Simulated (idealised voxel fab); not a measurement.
Module name: voxel capacitor over wiring (process module)
The figure presents cross-section cut, which has a width of 140 nm and is divided into square cells with an edge length of 5 nm.
Bands, listed from the top down, are how a cross-section gets written in this document; the cross-section itself is a grid of square cells, and a band is one or more rows of them. Each band's line starts with the height of the band's top and of its bottom, in nm. Then come its materials from left to right, each with its width in nm. One material with "all across" fills the band from edge to edge. "blank" is empty space. Height reference: 0 = level under which incoming wafer is all one material. Lowest band: no bottom, runs on downward, e.g. "0 and below". A width such as "30..40" changes by the same amount from each row of cells to the next, from the band's top row to its bottom row. It should be understood that the words "remained the same", when stated for a given step, signify that the cross-section underwent no change in any of its cells during that step. You'll see "closed voids" listing empty spaces that have no way open to the top, as long as they're 8 cells or more; the notation is width x height at distance, where the distance is from the left edge, and all of it is in nm. Past the settings on a step's line: simulator remark, on that step. overlay nm: on a step with a mask, how far right of its planned place the mask lay; negative means left.

## List of planned process steps
1) op RECEIVE | material Si
2) op CONFORMAL_DEP | material SiO2 | thk nm 10
3) op CONFORMAL_DEP | material SiN | thk nm 5
4) op DIRECTIONAL_DEP | material lowk | thk nm 20
5) op MASKED_ETCH | tone open | mask id METAL_1 | width nm 20 | pitch nm 85 | etch materials lowk | depth nm 20 | overlay nm 0
6) op MASKED_ETCH | tone open | mask id METAL_1 | width nm 20 | pitch nm 85 | etch materials SiN | depth nm 5 | overlay nm 0
7) op CONFORMAL_DEP | material TiN | thk nm 5
8) op FILL_DEP | material Ru | thk nm 10
9) op CMP | height nm 35
10) op CONFORMAL_DEP | material SiCN | thk nm 5
11) op DIRECTIONAL_DEP | material SiO2 | thk nm 10
12) op MASKED_ETCH | tone open | mask id PLUG_1 | width nm 15 | etch materials SiO2 | depth nm 10 | overlay nm 0
13) op MASKED_ETCH | tone open | mask id PLUG_1 | width nm 15 | etch materials SiCN | depth nm 5 | overlay nm 0
14) op EPI | material Ru | thk nm 10
15) op EPI | material Ru | thk nm 5
16) op DIRECTIONAL_DEP | material TiN | thk nm 5
17) op DIRECTIONAL_DEP | material SiN | thk nm 5
18) op DIRECTIONAL_DEP | material TiN | thk nm 10
19) op DIRECTIONAL_DEP | material aC | thk nm 10
20) op PATTERN | tone cover | mask id UPPER_PLATE | material resist | width nm 70 | thk nm 30 | overlay nm 0
21) op DIRECTIONAL_ETCH | etch materials aC | depth nm 10
22) op STRIP | etch materials resist
23) op DIRECTIONAL_ETCH | etch materials TiN | depth nm 10
24) op DIRECTIONAL_ETCH | etch materials SiN | depth nm 5
25) op STRIP | etch materials aC
26) op DIRECTIONAL_DEP | material aC | thk nm 15
27) op PATTERN | tone cover | mask id LOWER_PLATE | material resist | width nm 80 | thk nm 35 | overlay nm 0
28) op DIRECTIONAL_ETCH | etch materials aC | depth nm 15
29) op STRIP | etch materials resist
30) op DIRECTIONAL_ETCH | etch materials TiN | depth nm 5
31) op STRIP | etch materials aC
32) op FILL_DEP | material SiO2 | thk nm 15
33) op CMP | height nm 80
34) op PATTERN | tone open | mask id PLUG_2 | material resist | width nm 15 | thk nm 15 | overlay nm 0
35) op DIRECTIONAL_ETCH | etch materials SiO2 | depth nm 10
36) op STRIP | etch materials resist
37) op CONFORMAL_DEP | material TiN | thk nm 5
38) op FILL_DEP | material Cu | thk nm 10
39) op CMP | height nm 80
40) op CONFORMAL_DEP | material SiN | thk nm 5

## Below: the first of two wafers, run as planned

## As-received state of the wafer in cross-section, equivalent to post-step 1
* 0 and below  Si all across
* closed voids: none

## Sectional view: wafer, after step 2
* 10 down to 0  SiO2 all across
* Beneath the level 0, the cross-section is identical to its previous state.

## Sectional view: wafer, after step 3
* 15 down to 10  SiN all across
* Beneath the level 10, the cross-section is identical to its previous state.

## Sectional view: wafer, after step 4
* 35 down to 15  lowk all across
* Beneath the level 15, the cross-section is identical to its previous state.

## Sectional view: wafer, after step 5
* 35 down to 15  lowk: 15, then blank: 20, then lowk: 65, then blank: 20, then lowk: 20
* Beneath the level 15, the cross-section is identical to its previous state.

## Sectional view: wafer, after step 6
* 35 down to 15  lowk: 15, then blank: 20, then lowk: 65, then blank: 20, then lowk: 20
* 15 down to 10  SiN: 15, then blank: 20, then SiN: 65, then blank: 20, then SiN: 20
* Beneath the level 10, the cross-section is identical to its previous state.

## Sectional view: wafer, after step 7
* 40 down to 35  TiN: 20, then blank: 10, then TiN: 75, then blank: 10, then TiN: 25
* 35 down to 15  lowk: 15, then TiN: 5, then blank: 10, then TiN: 5, then lowk: 65, then TiN: 5, then blank: 10, then TiN: 5, then lowk: 20
* 15 down to 10  SiN: 15, then TiN: 20, then SiN: 65, then TiN: 20, then SiN: 20
* Beneath the level 10, the cross-section is identical to its previous state.

## Sectional view: wafer, after step 8
* 50 down to 40  Ru all across
* 40 down to 35  TiN: 20, then Ru: 10, then TiN: 75, then Ru: 10, then TiN: 25
* 35 down to 15  lowk: 15, then TiN: 5, then Ru: 10, then TiN: 5, then lowk: 65, then TiN: 5, then Ru: 10, then TiN: 5, then lowk: 20
* Beneath the level 15, the cross-section is identical to its previous state.

## Sectional view: wafer, after step 9
* 35 down to 15  lowk: 15, then TiN: 5, then Ru: 10, then TiN: 5, then lowk: 65, then TiN: 5, then Ru: 10, then TiN: 5, then lowk: 20
* Beneath the level 15, the cross-section is identical to its previous state.

## Sectional view: wafer, after step 10
* 40 down to 35  SiCN all across
* Beneath the level 35, the cross-section is identical to its previous state.

## Sectional view: wafer, after step 11
* 50 down to 40  SiO2 all across
* Beneath the level 40, the cross-section is identical to its previous state.

## Sectional view: wafer, after step 12
* 50 down to 40  SiO2: 20, then blank: 15, then SiO2: 105
* Beneath the level 40, the cross-section is identical to its previous state.

## Sectional view: wafer, after step 13
* 50 down to 40  SiO2: 20, then blank: 15, then SiO2: 105
* 40 down to 35  SiCN: 20, then blank: 15, then SiCN: 105
* Beneath the level 35, the cross-section is identical to its previous state.

## Sectional view: wafer, after step 14
* 50 down to 45  SiO2: 20, then blank: 15, then SiO2: 105
* 45 down to 40  SiO2: 20, then Ru: 15, then SiO2: 105
* 40 down to 35  SiCN: 20, then Ru: 15, then SiCN: 105
* Beneath the level 35, the cross-section is identical to its previous state.

## Sectional view: wafer, after step 15
* 50 down to 40  SiO2: 20, then Ru: 15, then SiO2: 105
* Beneath the level 40, the cross-section is identical to its previous state.

## Sectional view: wafer, after step 16
* 55 down to 50  TiN all across
* Beneath the level 50, the cross-section is identical to its previous state.

## Sectional view: wafer, after step 17
* 60 down to 55  SiN all across
* Beneath the level 55, the cross-section is identical to its previous state.

## Sectional view: wafer, after step 18
* 70 down to 60  TiN all across
* Beneath the level 60, the cross-section is identical to its previous state.

## Sectional view: wafer, after step 19
* 80 down to 70  aC all across
* Beneath the level 70, the cross-section is identical to its previous state.

## Sectional view: wafer, after step 20
* 110 down to 80  blank: 20, then resist: 70, then blank: 50
* Beneath the level 80, the cross-section is identical to its previous state.

## Sectional view: wafer, after step 21
* 100 down to 80  blank: 20, then resist: 70, then blank: 50
* 80 down to 70  blank: 20, then aC: 70, then blank: 50
* Beneath the level 70, the cross-section is identical to its previous state.

## Sectional view: wafer, after step 22
* 80 down to 70  blank: 20, then aC: 70, then blank: 50
* Beneath the level 70, the cross-section is identical to its previous state.

## Sectional view: wafer, after step 23
* 80 down to 70  blank: 20, then aC: 70, then blank: 50
* 70 down to 60  blank: 20, then TiN: 70, then blank: 50
* Beneath the level 60, the cross-section is identical to its previous state.

## Sectional view: wafer, after step 24
* 80 down to 70  blank: 20, then aC: 70, then blank: 50
* 70 down to 60  blank: 20, then TiN: 70, then blank: 50
* 60 down to 55  blank: 20, then SiN: 70, then blank: 50
* Beneath the level 55, the cross-section is identical to its previous state.

## Sectional view: wafer, after step 25
* 70 down to 60  blank: 20, then TiN: 70, then blank: 50
* Beneath the level 60, the cross-section is identical to its previous state.

## Sectional view: wafer, after step 26
* 85 down to 70  blank: 20, then aC: 70, then blank: 50
* 70 down to 60  aC: 20, then TiN: 70, then aC: 50
* 60 down to 55  aC: 20, then SiN: 70, then aC: 50
* Beneath the level 55, the cross-section is identical to its previous state.

## Sectional view: wafer, after step 27
* 120 down to 85  blank: 15, then resist: 80, then blank: 45
* 85 down to 70  blank: 15, then resist: 5, then aC: 70, then resist: 5, then blank: 45
* Beneath the level 70, the cross-section is identical to its previous state.

## Sectional view: wafer, after step 28
* 105 down to 85  blank: 15, then resist: 80, then blank: 45
* 85 down to 70  blank: 15, then resist: 5, then aC: 70, then resist: 5, then blank: 45
* 70 down to 60  blank: 15, then aC: 5, then TiN: 70, then aC: 5, then blank: 45
* 60 down to 55  blank: 15, then aC: 5, then SiN: 70, then aC: 5, then blank: 45
* Beneath the level 55, the cross-section is identical to its previous state.

## Sectional view: wafer, after step 29
* 85 down to 70  blank: 20, then aC: 70, then blank: 50
* Beneath the level 70, the cross-section is identical to its previous state.

## Sectional view: wafer, after step 30
* 85 down to 70  blank: 20, then aC: 70, then blank: 50
* 70 down to 60  blank: 15, then aC: 5, then TiN: 70, then aC: 5, then blank: 45
* 60 down to 55  blank: 15, then aC: 5, then SiN: 70, then aC: 5, then blank: 45
* 55 down to 50  blank: 15, then TiN: 80, then blank: 45
* Beneath the level 50, the cross-section is identical to its previous state.

## Sectional view: wafer, after step 31
* 70 down to 60  blank: 20, then TiN: 70, then blank: 50
* 60 down to 55  blank: 20, then SiN: 70, then blank: 50
* Beneath the level 55, the cross-section is identical to its previous state.

## Sectional view: wafer, after step 32
* 85 down to 70  SiO2 all across
* 70 down to 60  SiO2: 20, then TiN: 70, then SiO2: 50
* 60 down to 55  SiO2: 20, then SiN: 70, then SiO2: 50
* 55 down to 50  SiO2: 15, then TiN: 80, then SiO2: 45
* Beneath the level 50, the cross-section is identical to its previous state.

## Sectional view: wafer, after step 33
* 80 down to 70  SiO2 all across
* Beneath the level 70, the cross-section is identical to its previous state.

## Sectional view: wafer, after step 34
* 95 down to 80  resist: 30, then blank: 15, then resist: 95
* Beneath the level 80, the cross-section is identical to its previous state.

## Sectional view: wafer, after step 35
* 95 down to 80  resist: 30, then blank: 15, then resist: 95
* 80 down to 70  SiO2: 30, then blank: 15, then SiO2: 95
* Beneath the level 70, the cross-section is identical to its previous state.

## Sectional view: wafer, after step 36
* 80 down to 70  SiO2: 30, then blank: 15, then SiO2: 95
* Beneath the level 70, the cross-section is identical to its previous state.

## Sectional view: wafer, after step 37
* 85 down to 80  TiN: 35, then blank: 5, then TiN: 100
* 80 down to 75  SiO2: 30, then TiN: 5, then blank: 5, then TiN: 5, then SiO2: 95
* 75 down to 70  SiO2: 30, then TiN: 15, then SiO2: 95
* Beneath the level 70, the cross-section is identical to its previous state.

## Sectional view: wafer, after step 38
* 95 down to 85  Cu all across
* 85 down to 80  TiN: 35, then Cu: 5, then TiN: 100
* 80 down to 75  SiO2: 30, then TiN: 5, then Cu: 5, then TiN: 5, then SiO2: 95
* Beneath the level 75, the cross-section is identical to its previous state.

## Sectional view: wafer, after step 39
* 80 down to 75  SiO2: 30, then TiN: 5, then Cu: 5, then TiN: 5, then SiO2: 95
* Beneath the level 75, the cross-section is identical to its previous state.

## Sectional view: wafer, after step 40
* 85 down to 80  SiN all across
* Beneath the level 80, the cross-section is identical to its previous state.

## The remaining wafer, second of the two, started like the first and was run to the same plan, except that one mistake was made along the way; the two coincide through step 11, inclusive

## Second wafer profile in section, at the moment step 12 of the plan was meant to be complete
* 50 down to 40  blank: 20, then SiO2: 15, then blank: 105
* Beneath the level 40, the cross-section is identical to its previous state.

Second wafer profile in section, at the moment step 13 of the plan was meant to be complete: remained the same

Second wafer profile in section, at the moment step 14 of the plan was meant to be complete: remained the same

Second wafer profile in section, at the moment step 15 of the plan was meant to be complete: remained the same

## Second wafer profile in section, at the moment step 16 of the plan was meant to be complete
* 55 down to 50  blank: 20, then TiN: 15, then blank: 105
* 50 down to 45  blank: 20, then SiO2: 15, then blank: 105
* 45 down to 40  TiN: 20, then SiO2: 15, then TiN: 105
* Beneath the level 40, the cross-section is identical to its previous state.

## Second wafer profile in section, at the moment step 17 of the plan was meant to be complete
* 60 down to 55  blank: 20, then SiN: 15, then blank: 105
* 55 down to 50  blank: 20, then TiN: 15, then blank: 105
* 50 down to 45  SiN: 20, then SiO2: 15, then SiN: 105
* Beneath the level 45, the cross-section is identical to its previous state.

## Second wafer profile in section, at the moment step 18 of the plan was meant to be complete
* 70 down to 60  blank: 20, then TiN: 15, then blank: 105
* 60 down to 55  TiN: 20, then SiN: 15, then TiN: 105
* 55 down to 50  TiN all across
* Beneath the level 50, the cross-section is identical to its previous state.

## Second wafer profile in section, at the moment step 19 of the plan was meant to be complete
* 80 down to 70  blank: 20, then aC: 15, then blank: 105
* 70 down to 60  aC: 20, then TiN: 15, then aC: 105
* Beneath the level 60, the cross-section is identical to its previous state.

## Second wafer profile in section, at the moment step 20 of the plan was meant to be complete
* 110 down to 80  blank: 20, then resist: 70, then blank: 50
* 80 down to 70  blank: 20, then aC: 15, then resist: 55, then blank: 50
* Beneath the level 70, the cross-section is identical to its previous state.

## Second wafer profile in section, at the moment step 21 of the plan was meant to be complete
* 100 down to 80  blank: 20, then resist: 70, then blank: 50
* 80 down to 70  blank: 20, then aC: 15, then resist: 55, then blank: 50
* 70 down to 60  blank: 20, then TiN: 15, then aC: 55, then blank: 50
* Beneath the level 60, the cross-section is identical to its previous state.

## Second wafer profile in section, at the moment step 22 of the plan was meant to be complete
* 80 down to 70  blank: 20, then aC: 15, then blank: 105
* Beneath the level 70, the cross-section is identical to its previous state.

## Second wafer profile in section, at the moment step 23 of the plan was meant to be complete
* 80 down to 70  blank: 20, then aC: 15, then blank: 105
* 70 down to 60  blank: 20, then TiN: 15, then aC: 55, then blank: 50
* 60 down to 55  blank: 20, then SiN: 15, then TiN: 55, then blank: 50
* 55 down to 50  blank: 20, then TiN: 70, then blank: 50
* Beneath the level 50, the cross-section is identical to its previous state.

## Second wafer profile in section, at the moment step 24 of the plan was meant to be complete
* 80 down to 70  blank: 20, then aC: 15, then blank: 105
* 70 down to 60  blank: 20, then TiN: 15, then aC: 55, then blank: 50
* 60 down to 55  blank: 20, then SiN: 15, then TiN: 55, then blank: 50
* 55 down to 50  blank: 20, then TiN: 70, then blank: 50
* 50 down to 45  blank: 20, then SiO2: 15, then SiN: 55, then blank: 50
* Beneath the level 45, the cross-section is identical to its previous state.

## Second wafer profile in section, at the moment step 25 of the plan was meant to be complete
* 70 down to 60  blank: 20, then TiN: 15, then blank: 105
* Beneath the level 60, the cross-section is identical to its previous state.

## Second wafer profile in section, at the moment step 26 of the plan was meant to be complete
* 85 down to 75  blank: 20, then aC: 15, then blank: 105
* 75 down to 70  blank: 20, then aC: 70, then blank: 50
* 70 down to 60  blank: 20, then TiN: 15, then aC: 55, then blank: 50
* 60 down to 55  aC: 20, then SiN: 15, then TiN: 55, then aC: 50
* 55 down to 50  aC: 20, then TiN: 70, then aC: 50
* 50 down to 45  aC: 20, then SiO2: 15, then SiN: 55, then aC: 50
* Beneath the level 45, the cross-section is identical to its previous state.

## Second wafer profile in section, at the moment step 27 of the plan was meant to be complete
* 120 down to 85  blank: 15, then resist: 80, then blank: 45
* 85 down to 75  blank: 15, then resist: 5, then aC: 15, then resist: 60, then blank: 45
* 75 down to 70  blank: 15, then resist: 5, then aC: 70, then resist: 5, then blank: 45
* 70 down to 60  blank: 15, then resist: 5, then TiN: 15, then aC: 55, then resist: 5, then blank: 45
* Beneath the level 60, the cross-section is identical to its previous state.

## Second wafer profile in section, at the moment step 28 of the plan was meant to be complete
* 105 down to 85  blank: 15, then resist: 80, then blank: 45
* 85 down to 75  blank: 15, then resist: 5, then aC: 15, then resist: 60, then blank: 45
* 75 down to 70  blank: 15, then resist: 5, then aC: 70, then resist: 5, then blank: 45
* 70 down to 60  blank: 15, then resist: 5, then TiN: 15, then aC: 55, then resist: 5, then blank: 45
* 60 down to 55  blank: 15, then aC: 5, then SiN: 15, then TiN: 55, then aC: 5, then blank: 45
* 55 down to 50  blank: 15, then aC: 5, then TiN: 70, then aC: 5, then blank: 45
* 50 down to 45  blank: 15, then aC: 5, then SiO2: 15, then SiN: 55, then aC: 5, then blank: 45
* Beneath the level 45, the cross-section is identical to its previous state.

## Second wafer profile in section, at the moment step 29 of the plan was meant to be complete
* 85 down to 75  blank: 20, then aC: 15, then blank: 105
* 75 down to 70  blank: 20, then aC: 70, then blank: 50
* 70 down to 60  blank: 20, then TiN: 15, then aC: 55, then blank: 50
* Beneath the level 60, the cross-section is identical to its previous state.

## Second wafer profile in section, at the moment step 30 of the plan was meant to be complete
* 85 down to 75  blank: 20, then aC: 15, then blank: 105
* 75 down to 70  blank: 20, then aC: 70, then blank: 50
* 70 down to 60  blank: 20, then TiN: 15, then aC: 55, then blank: 50
* 60 down to 55  blank: 15, then aC: 5, then SiN: 15, then TiN: 55, then aC: 5, then blank: 45
* 55 down to 50  blank: 15, then aC: 5, then TiN: 70, then aC: 5, then blank: 45
* 50 down to 45  blank: 15, then aC: 5, then SiO2: 15, then SiN: 55, then aC: 5, then blank: 45
* 45 down to 40  blank: 15, then TiN: 5, then SiO2: 15, then TiN: 60, then blank: 45
* Beneath the level 40, the cross-section is identical to its previous state.

## Second wafer profile in section, at the moment step 31 of the plan was meant to be complete
* 70 down to 60  blank: 20, then TiN: 15, then blank: 105
* 60 down to 55  blank: 20, then SiN: 15, then TiN: 55, then blank: 50
* 55 down to 50  blank: 20, then TiN: 70, then blank: 50
* 50 down to 45  blank: 20, then SiO2: 15, then SiN: 55, then blank: 50
* Beneath the level 45, the cross-section is identical to its previous state.

## Second wafer profile in section, at the moment step 32 of the plan was meant to be complete
* 85 down to 70  SiO2 all across
* 70 down to 60  SiO2: 20, then TiN: 15, then SiO2: 105
* 60 down to 55  SiO2: 20, then SiN: 15, then TiN: 55, then SiO2: 50
* 55 down to 50  SiO2: 20, then TiN: 70, then SiO2: 50
* 50 down to 45  SiO2: 35, then SiN: 55, then SiO2: 50
* 45 down to 40  SiO2: 15, then TiN: 5, then SiO2: 15, then TiN: 60, then SiO2: 45
* Beneath the level 40, the cross-section is identical to its previous state.

## Second wafer profile in section, at the moment step 33 of the plan was meant to be complete
* 80 down to 70  SiO2 all across
* Beneath the level 70, the cross-section is identical to its previous state.

## Second wafer profile in section, at the moment step 34 of the plan was meant to be complete
* 95 down to 80  resist: 30, then blank: 15, then resist: 95
* Beneath the level 80, the cross-section is identical to its previous state.

## Second wafer profile in section, at the moment step 35 of the plan was meant to be complete
* 95 down to 80  resist: 30, then blank: 15, then resist: 95
* 80 down to 70  SiO2: 30, then blank: 15, then SiO2: 95
* Beneath the level 70, the cross-section is identical to its previous state.

## Second wafer profile in section, at the moment step 36 of the plan was meant to be complete
* 80 down to 70  SiO2: 30, then blank: 15, then SiO2: 95
* Beneath the level 70, the cross-section is identical to its previous state.

## Second wafer profile in section, at the moment step 37 of the plan was meant to be complete
* 85 down to 80  TiN: 35, then blank: 5, then TiN: 100
* 80 down to 75  SiO2: 30, then TiN: 5, then blank: 5, then TiN: 5, then SiO2: 95
* 75 down to 70  SiO2: 30, then TiN: 15, then SiO2: 95
* Beneath the level 70, the cross-section is identical to its previous state.

## Second wafer profile in section, at the moment step 38 of the plan was meant to be complete
* 95 down to 85  Cu all across
* 85 down to 80  TiN: 35, then Cu: 5, then TiN: 100
* 80 down to 75  SiO2: 30, then TiN: 5, then Cu: 5, then TiN: 5, then SiO2: 95
* Beneath the level 75, the cross-section is identical to its previous state.

## Second wafer profile in section, at the moment step 39 of the plan was meant to be complete
* 80 down to 75  SiO2: 30, then TiN: 5, then Cu: 5, then TiN: 5, then SiO2: 95
* Beneath the level 75, the cross-section is identical to its previous state.

## Second wafer profile in section, at the moment step 40 of the plan was meant to be complete
* 85 down to 80  SiN all across
* Beneath the level 80, the cross-section is identical to its previous state.
Processing error: in deviation from the planned setting, step 12 was conducted as op MASKED_ETCH | tone cover | mask id PLUG_1 | width nm 15 | etch materials SiO2 | depth nm 10 | overlay nm 0
Heads up, by the end the second wafer has more or fewer cells of some materials compared to the first: Ru -9, SiCN +3, SiO2 +6
